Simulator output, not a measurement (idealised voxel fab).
Module name: voxel capacitor over wiring (process module)
Square cells of 5 nm make up the cross-section cut, whose width is 290 nm.
Heads up, the way a cross-section reads in here is a grid of square cells, handed over as bands from the top down, with every band being one or more rows of cells.
In this notation a band is specified by the heights of its top and bottom, in that order and in nm, after which its materials appear from left to right, each paired with its width in nm. The word "edge to edge" attached to a single material means that material fills the band from edge to edge; the word "blank" stands for empty space.
Heights are expressed relative to 0, this being the level below which the as-received wafer comprises one material exclusively. The lowest band is unbounded in the downward direction and is denoted as in "0 nm and below".
Quick explanation for "30..40": the width changes in equal steps down the rows of cells, from the first number in the band's top row to the second number in its bottom row.
"stayed the same" means the step left every cell of the cross-section as it was.
"closed voids" lists enclosed empty spaces (at least 8 cells, no open path upward to the top), each as width x height at distance from the left edge, in nm.
after a step's settings: what the simulator itself notes on the step
overlay nm: on a step with a mask, how far right of its planned place the mask lay; negative means left.

-- Process steps - plan
step 1: RECEIVE: material Si
step 2: CONFORMAL_DEP: material SiO2, thk nm 15
step 3: CONFORMAL_DEP: material SiN, thk nm 5
step 4: DIRECTIONAL_DEP: material lowk, thk nm 25
step 5: DIRECTIONAL_DEP: material aC, thk nm 10
step 6: PATTERN: tone open, mask id METAL_1, material resist, width nm 30, pitch nm 85, thk nm 30, overlay nm 0
step 7: DIRECTIONAL_ETCH: etch materials aC, depth nm 10
step 8: STRIP: etch materials resist
step 9: DIRECTIONAL_ETCH: etch materials lowk, depth nm 25
step 10: DIRECTIONAL_ETCH: etch materials SiN, depth nm 5
step 11: STRIP: etch materials aC
step 12: CONFORMAL_DEP: material TiN, thk nm 5
step 13: FILL_DEP: material W, thk nm 5
step 14: CMP: height nm 45
step 15: CONFORMAL_DEP: material SiCN, thk nm 5
step 16: DIRECTIONAL_DEP: material SiO2, thk nm 15
step 17: MASKED_ETCH: tone open, mask id PLUG_1, width nm 15, etch materials SiO2, depth nm 15, overlay nm 0
step 18: MASKED_ETCH: tone open, mask id PLUG_1, width nm 15, etch materials SiCN, depth nm 5, overlay nm 0
step 19: EPI: material Ru, thk nm 10
step 20: EPI: material Ru, thk nm 10
step 21: DIRECTIONAL_DEP: material TiN, thk nm 5
step 22: DIRECTIONAL_DEP: material HfO2, thk nm 5
step 23: DIRECTIONAL_DEP: material TiN, thk nm 10
step 24: MASKED_ETCH: tone cover, mask id UPPER_PLATE, width nm 60, etch materials TiN, depth nm 10, overlay nm 0
step 25: MASKED_ETCH: tone cover, mask id UPPER_PLATE, width nm 60, etch materials HfO2, depth nm 5, overlay nm 0
step 26: DIRECTIONAL_DEP: material aC, thk nm 5
step 27: PATTERN: tone cover, mask id LOWER_PLATE, material resist, width nm 70, thk nm 25, overlay nm 0
step 28: DIRECTIONAL_ETCH: etch materials aC, depth nm 10
step 29: STRIP: etch materials resist
step 30: DIRECTIONAL_ETCH: etch materials TiN, depth nm 5
step 31: STRIP: etch materials aC
step 32: FILL_DEP: material SiO2, thk nm 20
step 33: CMP: height nm 100
step 34: DIRECTIONAL_DEP: material aC, thk nm 15
step 35: PATTERN: tone open, mask id PLUG_2, material resist, width nm 15, thk nm 30, overlay nm 0
step 36: DIRECTIONAL_ETCH: etch materials aC, depth nm 15
step 37: STRIP: etch materials resist
step 38: DIRECTIONAL_ETCH: etch materials SiO2, depth nm 15
step 39: STRIP: etch materials aC
step 40: CONFORMAL_DEP: material TiN, thk nm 5
step 41: FILL_DEP: material Cu, thk nm 5
step 42: CMP: height nm 100
step 43: CONFORMAL_DEP: material SiN, thk nm 5
Wafers differ in thk nm at step 26; plan lists the first wafer's value; identical starting state.

-- Cross-section of the first of several wafers as received (after step 1)
* 0 nm and below | Si edge to edge
* closed voids: none

-- First of several wafers, sectioned at end of module (last step: step 43)
* 105 nm to 100 nm | SiN edge to edge
* 100 nm to 90 nm | SiO2 (110) / TiN (5) / Cu (5) / TiN (5) / SiO2 (165)
* 90 nm to 85 nm | SiO2 (110) / TiN (15) / SiO2 (165)
* 85 nm to 75 nm | SiO2 (100) / TiN (60) / SiO2 (130)
* 75 nm to 70 nm | SiO2 (100) / HfO2 (60) / SiO2 (130)
* 70 nm to 65 nm | SiO2 (95) / TiN (70) / SiO2 (125)
* 65 nm to 50 nm | SiO2 (100) / Ru (15) / SiO2 (175)
* 50 nm to 45 nm | SiCN (100) / Ru (15) / SiCN (175)
* 45 nm to 20 nm | lowk (85) / TiN (5) / W (20) / TiN (5) / lowk (55) / TiN (5) / W (20) / TiN (5) / lowk (90)
* 20 nm to 15 nm | SiN (85) / TiN (30) / SiN (55) / TiN (30) / SiN (90)
* 15 nm to 0 nm | SiO2 edge to edge
* 0 nm and below | Si edge to edge
* closed voids: none

-- Last wafer x-sec, end of module
* 105 nm to 100 nm | SiN edge to edge
* 100 nm to 90 nm | SiO2 (110) / TiN (5) / Cu (5) / TiN (5) / SiO2 (165)
* 90 nm to 85 nm | SiO2 (110) / TiN (15) / SiO2 (165)
* 85 nm to 75 nm | SiO2 (100) / TiN (60) / SiO2 (130)
* 75 nm to 70 nm | SiO2 (100) / HfO2 (60) / SiO2 (130)
* 70 nm to 65 nm | TiN edge to edge
* 65 nm to 50 nm | SiO2 (100) / Ru (15) / SiO2 (175)
* 50 nm to 45 nm | SiCN (100) / Ru (15) / SiCN (175)
* 45 nm to 20 nm | lowk (85) / TiN (5) / W (20) / TiN (5) / lowk (55) / TiN (5) / W (20) / TiN (5) / lowk (90)
* 20 nm to 15 nm | SiN (85) / TiN (30) / SiN (55) / TiN (30) / SiN (90)
* 15 nm to 0 nm | SiO2 edge to edge
* 0 nm and below | Si edge to edge
* closed voids: none

-- Tabulated below, wafer by wafer, are the end-of-module results: for each material, the number of cells gained (+) or lost (-) relative to the as-received state, followed by the closed voids
thk nm 5; +2 Cu; +12 HfO2; +12 Ru; +55 SiCN; +104 SiN; +686 SiO2; +77 TiN; +40 W; +230 lowk; closed voids: none
thk nm 10; +2 Cu; +12 HfO2; +12 Ru; +55 SiCN; +104 SiN; +686 SiO2; +77 TiN; +40 W; +230 lowk; closed voids: none
thk nm 15; +2 Cu; +12 HfO2; +12 Ru; +55 SiCN; +104 SiN; +642 SiO2; +121 TiN; +40 W; +230 lowk; closed voids: none
thk nm 20; +2 Cu; +12 HfO2; +12 Ru; +55 SiCN; +104 SiN; +642 SiO2; +121 TiN; +40 W; +230 lowk; closed voids: none
thk nm 25; +2 Cu; +12 HfO2; +12 Ru; +55 SiCN; +104 SiN; +642 SiO2; +121 TiN; +40 W; +230 lowk; closed voids: none
